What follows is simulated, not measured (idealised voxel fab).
process module | voxel double patterning
220 nm wide, 5 nm square cells: that's cross-section cut.
Heads up, the way a cross-section reads in here is a grid of square cells, handed over as bands from the top down, with every band being one or more rows of cells. Heights first: top, then bottom, in nm. Then materials, left to right, each with a width in nm. "full width" on a single material: fills the band edge to edge. "empty": empty space. Ref level 0: as-received wafer is one material below here. Bottom band extends down with no lower bound ("0 and below"). A width such as "30->40" changes by the same amount from each row of cells to the next, from the band's top row to its bottom row. Any step labelled "remained unchanged" changed none of the cells in the cross-section. Empty spaces counting at least 8 cells and having no open way to the top are listed in "Closed voids list". The notation width x height at distance is used for each, the distance being from the left edge and all three values in nm. Where a step's line continues beyond its settings, the continuation is a remark by the simulator itself on that step. Among the settings permitted on a step's line is "overlay nm"; applied to a step with a mask, it specifies the extent to which the mask lay to the right of its planned position, whereas a negative figure signifies a position to the left.

Process steps foreseen in the plan
step 1: op RECEIVE | material Si
step 2: op CONFORMAL_DEP | material SiO2 | thk nm 10
step 3: op DIRECTIONAL_DEP | material TiN | thk nm 20
step 4: op DIRECTIONAL_DEP | material SiN | thk nm 10
step 5: op PATTERN | tone open | mask id FIRST | material resist | width nm 15 | pitch nm 50 | thk nm 15 | overlay nm 0
step 6: op DIRECTIONAL_ETCH | etch materials SiN | depth nm 10
step 7: op STRIP | etch materials resist
step 8: op DIRECTIONAL_DEP | material aC | thk nm 15
step 9: op PATTERN | tone open | mask id SECOND | material resist | width nm 15 | thk nm 35 | overlay nm 0
step 10: op DIRECTIONAL_ETCH | etch materials aC | depth nm 15
step 11: op STRIP | etch materials resist
step 12: op DIRECTIONAL_ETCH | etch materials SiN | depth nm 10
step 13: op STRIP | etch materials aC
step 14: op DIRECTIONAL_ETCH | etch materials TiN | depth nm 20
step 15: op STRIP | etch materials SiN

Cross-section, incoming material, after step 1
> 0 and below  Si full width
> Closed voids list: none

Below is the wafer in cross-section after the module was completed. It began from the starting point shown above and followed the plan shown above, except that one mistake was made while running it
> 50 down to 30  75 nm TiN  15 nm empty  10 nm TiN  15 nm empty  10 nm TiN  15 nm empty  80 nm TiN
> 30 down to 10  TiN full width
> 10 down to 0  SiO2 full width
> 0 and below  Si full width
> Closed voids list: none
What went wrong in running the wafer? twice, step 3 of the plan was run
